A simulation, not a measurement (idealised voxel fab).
Process module, titled voxel wiring stack
Square cells of 5 nm make up the cross-section cut, whose width is 160 nm.
Think of the cross-section as a grid of square cells. We describe it in bands, top to bottom, and each band covers one or more rows of those cells. The entry gives the band's vertical extent as a top height and a bottom height in nm, then its horizontal make-up as materials from left to right, each with a width in nm. "air" stands for empty space; a single material marked "all across" fills the band edge to edge. Zero point of the height axis is 0; under it, received wafer = one material. Lowest band: continues down indefinitely, "0 and below". A width given as "30 to 40" starts at the first number in the band's top row and ends at the second number in its bottom row, shifting by an equal amount at every step from row to row. The cross-section has no changed cell in any step marked "nothing altered". Basically, "Enclosed cavities" tells you about the enclosed voids: empty spaces with no open way to the top, 8 cells or bigger, each written width x height at distance, where distance is from the left edge, all in nm. after a step's settings: what the simulator itself notes on the step. overlay nm: right-of-plan distance of the mask on a masked step; negative values mean left-of-plan.
## Set out below are the planned steps of the process
1) RECEIVE | material Si
2) CONFORMAL_DEP | material SiO2 | thk nm 15
3) CONFORMAL_DEP | material SiN | thk nm 5
4) DIRECTIONAL_DEP | material SiO2 | thk nm 25
5) PATTERN | tone open | mask id METAL_1 | material resist | width nm 25 | pitch nm 45 | thk nm 15 | overlay nm 0
6) DIRECTIONAL_ETCH | etch materials SiO2 | depth nm 25
7) DIRECTIONAL_ETCH | etch materials SiN | depth nm 5
8) STRIP | etch materials resist
9) CONFORMAL_DEP | material TiN | thk nm 5
10) FILL_DEP | material W | thk nm 5
11) CMP | height nm 45
12) CONFORMAL_DEP | material SiCN | thk nm 5
13) DIRECTIONAL_DEP | material SiO2 | thk nm 30
14) DIRECTIONAL_DEP | material aC | thk nm 10
15) PATTERN | tone open | mask id METAL_2_HOLES | material resist | width nm 15 | pitch nm 90 | thk nm 30 | overlay nm 0
16) DIRECTIONAL_ETCH | etch materials aC | depth nm 10
17) STRIP | etch materials resist
18) DIRECTIONAL_ETCH | etch materials SiO2 | depth nm 30
19) STRIP | etch materials aC
20) DIRECTIONAL_DEP | material aC | thk nm 15
21) PATTERN | tone open | mask id METAL_2 | material resist | width nm 25 | pitch nm 45 | thk nm 35 | overlay nm 0
22) DIRECTIONAL_ETCH | etch materials aC | depth nm 15
23) STRIP | etch materials resist
24) DIRECTIONAL_ETCH | etch materials SiO2 | depth nm 15
25) DIRECTIONAL_ETCH | etch materials SiCN | depth nm 5
26) STRIP | etch materials aC
27) CONFORMAL_DEP | material TiN | thk nm 5
28) FILL_DEP | material Cu | thk nm 10
29) CMP | height nm 80
30) CONFORMAL_DEP | material SiCN | thk nm 5
## As received (post step 1): cross-section
* 0 and below | Si all across
* Enclosed cavities: none
## End-of-module cross-section of the first of two wafers, processed as planned
* 85 down to 80 | SiCN all across
* 80 down to 70 | SiO2 20  TiN 5  Cu 15  TiN 5  SiO2 20  TiN 5  Cu 15  TiN 5  SiO2 20  TiN 5  Cu 15  TiN 5  SiO2 25
* 70 down to 65 | SiO2 20  TiN 5  Cu 5  TiN 15  SiO2 20  TiN 25  SiO2 20  TiN 5  Cu 5  TiN 15  SiO2 25
* 65 down to 50 | SiO2 20  TiN 5  Cu 5  TiN 5  SiO2 75  TiN 5  Cu 5  TiN 5  SiO2 35
* 50 down to 45 | SiCN 20  TiN 15  SiCN 75  TiN 15  SiCN 35
* 45 down to 20 | SiO2 20  TiN 5  W 15  TiN 5  SiO2 20  TiN 5  W 15  TiN 5  SiO2 20  TiN 5  W 15  TiN 5  SiO2 25
* 20 down to 15 | SiN 20  TiN 25  SiN 20  TiN 25  SiN 20  TiN 25  SiN 25
* 15 down to 0 | SiO2 all across
* 0 and below | Si all across
* Enclosed cavities: none
## So this is wafer number two of the two, cut at the end of the module - it started where the first did and had the same plan, we just got one thing wrong running it
* 85 down to 80 | SiCN all across
* 80 down to 70 | SiO2 20  TiN 5  Cu 15  TiN 5  SiO2 20  TiN 5  Cu 15  TiN 5  SiO2 20  TiN 5  Cu 15  TiN 5  SiO2 25
* 70 down to 65 | SiO2 20  TiN 5  Cu 5  TiN 15  SiO2 20  TiN 25  SiO2 20  TiN 5  Cu 5  TiN 15  SiO2 25
* 65 down to 50 | SiO2 20  TiN 5  Cu 5  TiN 5  SiO2 75  TiN 5  Cu 5  TiN 5  SiO2 35
* 50 down to 45 | SiO2 20  TiN 15  SiO2 75  TiN 15  SiO2 35
* 45 down to 20 | SiO2 20  TiN 5  W 15  TiN 5  SiO2 20  TiN 5  W 15  TiN 5  SiO2 20  TiN 5  W 15  TiN 5  SiO2 25
* 20 down to 15 | SiN 20  TiN 25  SiN 20  TiN 25  SiN 20  TiN 25  SiN 25
* 15 down to 0 | SiO2 all across
* 0 and below | Si all across
* Enclosed cavities: none
In executing the process, a mistake was made relative to the plan: it should be noted that step 12 was executed with settings other than those planned, the operation and settings actually applied being CONFORMAL_DEP | material SiO2 | thk nm 5
Count the cells at the end and the second wafer has more or fewer of some materials than the first: -26 SiCN; +26 SiO2
